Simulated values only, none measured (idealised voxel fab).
This section sets out a process module, namely voxel self aligned contacts.
This is section cut - it's 280 nm across, gridded in 5 nm square cells.
In what follows, cross-sections appear as grids of square cells, described through bands that run from the top down, where every band is one or more rows of cells. Band: top and bottom heights (nm) first, top before bottom; then materials from left to right, widths in nm. "throughout" marks a sole material filling the band edge to edge. "blank" denotes empty space. The level at which height equals 0 is the one under which the wafer, as it arrives, is entirely one material. No lower edge exists for the bottom band, which continues downward and is notated as in "0 nm and below". You'd read "30 to 40" like this: the band's top row of cells is as wide as the first number, its bottom row is as wide as the second, and going down, every row changes width by the same amount as the row before did. When a step is marked "no alteration", none of the cells in the cross-section changed during that step. Empty spaces counting at least 8 cells and having no open way to the top are listed in "Voids lacking openings". The notation width x height at distance is used for each, the distance being from the left edge and all three values in nm. What comes after the settings on a step's line is commentary from the simulator itself on that step. overlay nm: mask right of planned place by this much (step with mask). Neg. = left.
Steps in the process plan
1: RECEIVE: material Si
2: CONFORMAL_DEP: material SiO2, thk nm 5
3: DIRECTIONAL_DEP: material polySi, thk nm 20
4: DIRECTIONAL_DEP: material SiN, thk nm 20
5: MASKED_ETCH: tone cover, mask id GATE, width nm 25, pitch nm 55, etch materials SiN, depth nm 20, overlay nm 0
6: MASKED_ETCH: tone cover, mask id GATE, width nm 25, pitch nm 55, etch materials polySi, depth nm 20, overlay nm 0
7: CONFORMAL_DEP: material SiN, thk nm 5
8: DIRECTIONAL_ETCH: etch materials SiN, depth nm 5
9: FILL_DEP: material SiO2, thk nm 15
10: CMP: height nm 50
11: MASKED_ETCH: tone open, mask id CONTACT, width nm 40, pitch nm 55, etch materials SiO2, depth nm 50, overlay nm 0
12: CONFORMAL_DEP: material TiN, thk nm 5
13: FILL_DEP: material W, thk nm 5
14: CMP: height nm 50
15: CONFORMAL_DEP: material SiCN, thk nm 5
The following pertains to the first of two wafers, which was processed as planned
Wafer as received: cross-section following step 1
> 0 nm and below: Si throughout
> Voids lacking openings: none
Take a look at the wafer's cross-section after step 2
> 5 nm to 0 nm: SiO2 throughout
> Nothing below the height 0 has changed.
Take a look at the wafer's cross-section after step 3
> 25 nm to 5 nm: polySi throughout
> Nothing below the height 5 has changed.
Take a look at the wafer's cross-section after step 4
> 45 nm to 25 nm: SiN throughout
> Nothing below the height 25 has changed.
Take a look at the wafer's cross-section after step 5
> 45 nm to 25 nm: blank 70; SiN 25; blank 30; SiN 25; blank 30; SiN 25; blank 75
> Nothing below the height 25 has changed.
Take a look at the wafer's cross-section after step 6
> 45 nm to 25 nm: blank 70; SiN 25; blank 30; SiN 25; blank 30; SiN 25; blank 75
> 25 nm to 5 nm: blank 70; polySi 25; blank 30; polySi 25; blank 30; polySi 25; blank 75
> Nothing below the height 5 has changed.
Take a look at the wafer's cross-section after step 7
> 50 nm to 25 nm: blank 65; SiN 35; blank 20; SiN 35; blank 20; SiN 35; blank 70
> 25 nm to 10 nm: blank 65; SiN 5; polySi 25; SiN 5; blank 20; SiN 5; polySi 25; SiN 5; blank 20; SiN 5; polySi 25; SiN 5; blank 70
> 10 nm to 5 nm: SiN 70; polySi 25; SiN 30; polySi 25; SiN 30; polySi 25; SiN 75
> Nothing below the height 5 has changed.
Take a look at the wafer's cross-section after step 8
> 45 nm to 25 nm: blank 65; SiN 35; blank 20; SiN 35; blank 20; SiN 35; blank 70
> 25 nm to 5 nm: blank 65; SiN 5; polySi 25; SiN 5; blank 20; SiN 5; polySi 25; SiN 5; blank 20; SiN 5; polySi 25; SiN 5; blank 70
> Nothing below the height 5 has changed.
Take a look at the wafer's cross-section after step 9
> 60 nm to 45 nm: SiO2 throughout
> 45 nm to 25 nm: SiO2 65; SiN 35; SiO2 20; SiN 35; SiO2 20; SiN 35; SiO2 70
> 25 nm to 5 nm: SiO2 65; SiN 5; polySi 25; SiN 5; SiO2 20; SiN 5; polySi 25; SiN 5; SiO2 20; SiN 5; polySi 25; SiN 5; SiO2 70
> Nothing below the height 5 has changed.
Take a look at the wafer's cross-section after step 10
> 50 nm to 45 nm: SiO2 throughout
> Nothing below the height 45 has changed.
Take a look at the wafer's cross-section after step 11
> 50 nm to 45 nm: SiO2 90; blank 40; SiO2 15; blank 40; SiO2 95
> 45 nm to 25 nm: SiO2 65; SiN 35; blank 20; SiN 35; blank 20; SiN 35; SiO2 70
> 25 nm to 5 nm: SiO2 65; SiN 5; polySi 25; SiN 5; blank 20; SiN 5; polySi 25; SiN 5; blank 20; SiN 5; polySi 25; SiN 5; SiO2 70
> 5 nm to 0 nm: SiO2 100; blank 20; SiO2 35; blank 20; SiO2 105
> Nothing below the height 0 has changed.
Take a look at the wafer's cross-section after step 12
> 55 nm to 50 nm: TiN 95; blank 30; TiN 25; blank 30; TiN 100
> 50 nm to 45 nm: SiO2 90; TiN 15; blank 10; TiN 15; SiO2 15; TiN 15; blank 10; TiN 15; SiO2 95
> 45 nm to 25 nm: SiO2 65; SiN 35; TiN 5; blank 10; TiN 5; SiN 35; TiN 5; blank 10; TiN 5; SiN 35; SiO2 70
> 25 nm to 5 nm: SiO2 65; SiN 5; polySi 25; SiN 5; TiN 5; blank 10; TiN 5; SiN 5; polySi 25; SiN 5; TiN 5; blank 10; TiN 5; SiN 5; polySi 25; SiN 5; SiO2 70
> 5 nm to 0 nm: SiO2 100; TiN 20; SiO2 35; TiN 20; SiO2 105
> Nothing below the height 0 has changed.
Take a look at the wafer's cross-section after step 13
> 60 nm to 55 nm: W throughout
> 55 nm to 50 nm: TiN 95; W 30; TiN 25; W 30; TiN 100
> 50 nm to 45 nm: SiO2 90; TiN 15; W 10; TiN 15; SiO2 15; TiN 15; W 10; TiN 15; SiO2 95
> 45 nm to 25 nm: SiO2 65; SiN 35; TiN 5; W 10; TiN 5; SiN 35; TiN 5; W 10; TiN 5; SiN 35; SiO2 70
> 25 nm to 5 nm: SiO2 65; SiN 5; polySi 25; SiN 5; TiN 5; W 10; TiN 5; SiN 5; polySi 25; SiN 5; TiN 5; W 10; TiN 5; SiN 5; polySi 25; SiN 5; SiO2 70
> Nothing below the height 5 has changed.
Take a look at the wafer's cross-section after step 14
> 50 nm to 45 nm: SiO2 90; TiN 15; W 10; TiN 15; SiO2 15; TiN 15; W 10; TiN 15; SiO2 95
> Nothing below the height 45 has changed.
Take a look at the wafer's cross-section after step 15
> 55 nm to 50 nm: SiCN throughout
> Nothing below the height 50 has changed.
What follows concerns the second wafer, which started out like the first and was meant to follow the very same plan; one mistake crept in when it was run, but everything up to and including step 10 is the same as for the first wafer
The second wafer in cross-section, at the planned close of step 11
> 50 nm to 45 nm: SiO2 95; blank 35; SiO2 20; blank 35; SiO2 95
> 45 nm to 25 nm: SiO2 65; SiN 35; blank 20; SiN 35; blank 20; SiN 35; SiO2 70
> 25 nm to 5 nm: SiO2 65; SiN 5; polySi 25; SiN 5; blank 20; SiN 5; polySi 25; SiN 5; blank 20; SiN 5; polySi 25; SiN 5; SiO2 70
> 5 nm to 0 nm: SiO2 100; blank 20; SiO2 35; blank 20; SiO2 105
> Nothing below the height 0 has changed.
The second wafer in cross-section, at the planned close of step 12
> 55 nm to 50 nm: TiN 100; blank 25; TiN 30; blank 25; TiN 100
> 50 nm to 45 nm: SiO2 95; TiN 10; blank 10; TiN 15; SiO2 20; TiN 10; blank 10; TiN 15; SiO2 95
> 45 nm to 25 nm: SiO2 65; SiN 35; TiN 5; blank 10; TiN 5; SiN 35; TiN 5; blank 10; TiN 5; SiN 35; SiO2 70
> 25 nm to 5 nm: SiO2 65; SiN 5; polySi 25; SiN 5; TiN 5; blank 10; TiN 5; SiN 5; polySi 25; SiN 5; TiN 5; blank 10; TiN 5; SiN 5; polySi 25; SiN 5; SiO2 70
> 5 nm to 0 nm: SiO2 100; TiN 20; SiO2 35; TiN 20; SiO2 105
> Nothing below the height 0 has changed.
The second wafer in cross-section, at the planned close of step 13
> 60 nm to 55 nm: W throughout
> 55 nm to 50 nm: TiN 100; W 25; TiN 30; W 25; TiN 100
> 50 nm to 45 nm: SiO2 95; TiN 10; W 10; TiN 15; SiO2 20; TiN 10; W 10; TiN 15; SiO2 95
> 45 nm to 25 nm: SiO2 65; SiN 35; TiN 5; W 10; TiN 5; SiN 35; TiN 5; W 10; TiN 5; SiN 35; SiO2 70
> 25 nm to 5 nm: SiO2 65; SiN 5; polySi 25; SiN 5; TiN 5; W 10; TiN 5; SiN 5; polySi 25; SiN 5; TiN 5; W 10; TiN 5; SiN 5; polySi 25; SiN 5; SiO2 70
> Nothing below the height 5 has changed.
The second wafer in cross-section, at the planned close of step 14
> 50 nm to 45 nm: SiO2 95; TiN 10; W 10; TiN 15; SiO2 20; TiN 10; W 10; TiN 15; SiO2 95
> Nothing below the height 45 has changed.
The second wafer in cross-section, at the planned close of step 15
> 55 nm to 50 nm: SiCN throughout
> Nothing below the height 50 has changed.
Error vs. plan: step 11 off recipe, ran as MASKED_ETCH: tone open, mask id CONTACT, width nm 35, pitch nm 55, etch materials SiO2, depth nm 50, overlay nm 0
at the end the second wafer has, in cells: SiO2 +2 | TiN -2
